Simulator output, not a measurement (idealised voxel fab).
Process module under the name voxel self aligned vias
The cross-section on display is named cut; it measures 210 nm wide, and its cells are 5 nm squares.
In what follows, cross-sections appear as grids of square cells, described through bands that run from the top down, where every band is one or more rows of cells. Top height, bottom height, nm. Materials left to right, width each, nm. Single material + "everywhere" = fills band edge to edge. "blank" = empty. Zero point of the height axis is 0; under it, received wafer = one material. Lowest band: continues down indefinitely, "0 -> down". With a width like "30 to 40", each row of cells in the band differs from the next by the same amount, the top row carrying the first number and the bottom row the second. For the purposes of this document, the phrase "nothing different" attached to a step denotes that no cell within the cross-section was modified by that step. In "Closed void inventory" the enclosed voids are listed, meaning empty spaces of 8 cells or larger without any opening to the top. The form is width x height at distance, distance from the left edge, units nm. The remark found on a step's line after its settings is issued by the simulator itself and pertains to that step. overlay nm: mask right of planned place by this much (step with mask). Neg. = left.
**The planned process steps are enumerated hereunder**
| 1 | RECEIVE,material Si |
| 2 | CONFORMAL_DEP,material SiO2,thk nm 10 |
| 3 | CONFORMAL_DEP,material SiCN,thk nm 5 |
| 4 | DIRECTIONAL_DEP,material SiO2,thk nm 25 |
| 5 | DIRECTIONAL_DEP,material aC,thk nm 15 |
| 6 | PATTERN,tone open,mask id LINES,material resist,width nm 20,pitch nm 65,thk nm 30,overlay nm 0 |
| 7 | DIRECTIONAL_ETCH,etch materials aC,depth nm 15 |
| 8 | STRIP,etch materials resist |
| 9 | DIRECTIONAL_ETCH,etch materials SiO2,depth nm 25 |
| 10 | STRIP,etch materials aC |
| 11 | CONFORMAL_DEP,material TiN,thk nm 5 |
| 12 | FILL_DEP,material Ru,thk nm 10 |
| 13 | CMP,height nm 40 |
| 14 | SELECTIVE_ETCH,etch materials W Ru TiN,depth nm 10 |
| 15 | FILL_DEP,material SiN,thk nm 5 |
| 16 | CMP,height nm 40 |
| 17 | DIRECTIONAL_DEP,material SiO2,thk nm 20 |
| 18 | MASKED_ETCH,tone open,mask id VIAS,width nm 40,pitch nm 130,etch materials SiO2,depth nm 20,overlay nm 0 |
| 19 | MASKED_ETCH,tone open,mask id VIAS,width nm 40,pitch nm 130,etch materials SiN,depth nm 10,overlay nm 0 |
| 20 | CONFORMAL_DEP,material TiN,thk nm 5 |
| 21 | FILL_DEP,material Cu,thk nm 10 |
| 22 | CMP,height nm 60 |
| 23 | CONFORMAL_DEP,material SiCN,thk nm 5 |
**Received-state cross-section, reflecting completion of step 1**
> 0 -> down = Si everywhere
> Closed void inventory: none
**Module complete - cross-section of the first of two wafers, run according to plan**
> 65 -> 60 = SiCN everywhere
> 60 -> 45 = SiO2 20 nm, TiN 5 nm, Cu 30 nm, TiN 5 nm, SiO2 90 nm, TiN 5 nm, Cu 30 nm, TiN 5 nm, SiO2 20 nm
> 45 -> 40 = SiO2 20 nm, TiN 15 nm, Cu 10 nm, TiN 15 nm, SiO2 90 nm, TiN 15 nm, Cu 10 nm, TiN 15 nm, SiO2 20 nm
> 40 -> 35 = SiO2 30 nm, TiN 5 nm, Cu 10 nm, TiN 5 nm, SiO2 45 nm, SiN 20 nm, SiO2 45 nm, TiN 5 nm, Cu 10 nm, TiN 5 nm, SiO2 30 nm
> 35 -> 30 = SiO2 30 nm, TiN 20 nm, SiO2 45 nm, SiN 20 nm, SiO2 45 nm, TiN 20 nm, SiO2 30 nm
> 30 -> 20 = SiO2 30 nm, TiN 5 nm, Ru 10 nm, TiN 5 nm, SiO2 45 nm, TiN 5 nm, Ru 10 nm, TiN 5 nm, SiO2 45 nm, TiN 5 nm, Ru 10 nm, TiN 5 nm, SiO2 30 nm
> 20 -> 15 = SiO2 30 nm, TiN 20 nm, SiO2 45 nm, TiN 20 nm, SiO2 45 nm, TiN 20 nm, SiO2 30 nm
> 15 -> 10 = SiCN everywhere
> 10 -> 0 = SiO2 everywhere
> 0 -> down = Si everywhere
> Closed void inventory: none
**Cross-section at end of module for the second wafer of two, which matched the first in starting point and plan and differed by one mistake in its processing**
> 80 -> 75 = SiCN everywhere
> 75 -> 65 = Cu everywhere
> 65 -> 60 = TiN 25 nm, Cu 30 nm, TiN 100 nm, Cu 30 nm, TiN 25 nm
> 60 -> 45 = SiO2 20 nm, TiN 5 nm, Cu 30 nm, TiN 5 nm, SiO2 90 nm, TiN 5 nm, Cu 30 nm, TiN 5 nm, SiO2 20 nm
> 45 -> 40 = SiO2 20 nm, TiN 15 nm, Cu 10 nm, TiN 15 nm, SiO2 90 nm, TiN 15 nm, Cu 10 nm, TiN 15 nm, SiO2 20 nm
> 40 -> 35 = SiO2 30 nm, TiN 5 nm, Cu 10 nm, TiN 5 nm, SiO2 45 nm, SiN 20 nm, SiO2 45 nm, TiN 5 nm, Cu 10 nm, TiN 5 nm, SiO2 30 nm
> 35 -> 30 = SiO2 30 nm, TiN 20 nm, SiO2 45 nm, SiN 20 nm, SiO2 45 nm, TiN 20 nm, SiO2 30 nm
> 30 -> 20 = SiO2 30 nm, TiN 5 nm, Ru 10 nm, TiN 5 nm, SiO2 45 nm, TiN 5 nm, Ru 10 nm, TiN 5 nm, SiO2 45 nm, TiN 5 nm, Ru 10 nm, TiN 5 nm, SiO2 30 nm
> 20 -> 15 = SiO2 30 nm, TiN 20 nm, SiO2 45 nm, TiN 20 nm, SiO2 45 nm, TiN 20 nm, SiO2 30 nm
> 15 -> 10 = SiCN everywhere
> 10 -> 0 = SiO2 everywhere
> 0 -> down = Si everywhere
> Closed void inventory: none
So what did we get wrong on this run? the plan's step 22 went unexecuted, having been skipped
End check, counted in cells, second wafer has more or fewer of these materials than the first: Cu: 96 more; TiN: 30 more
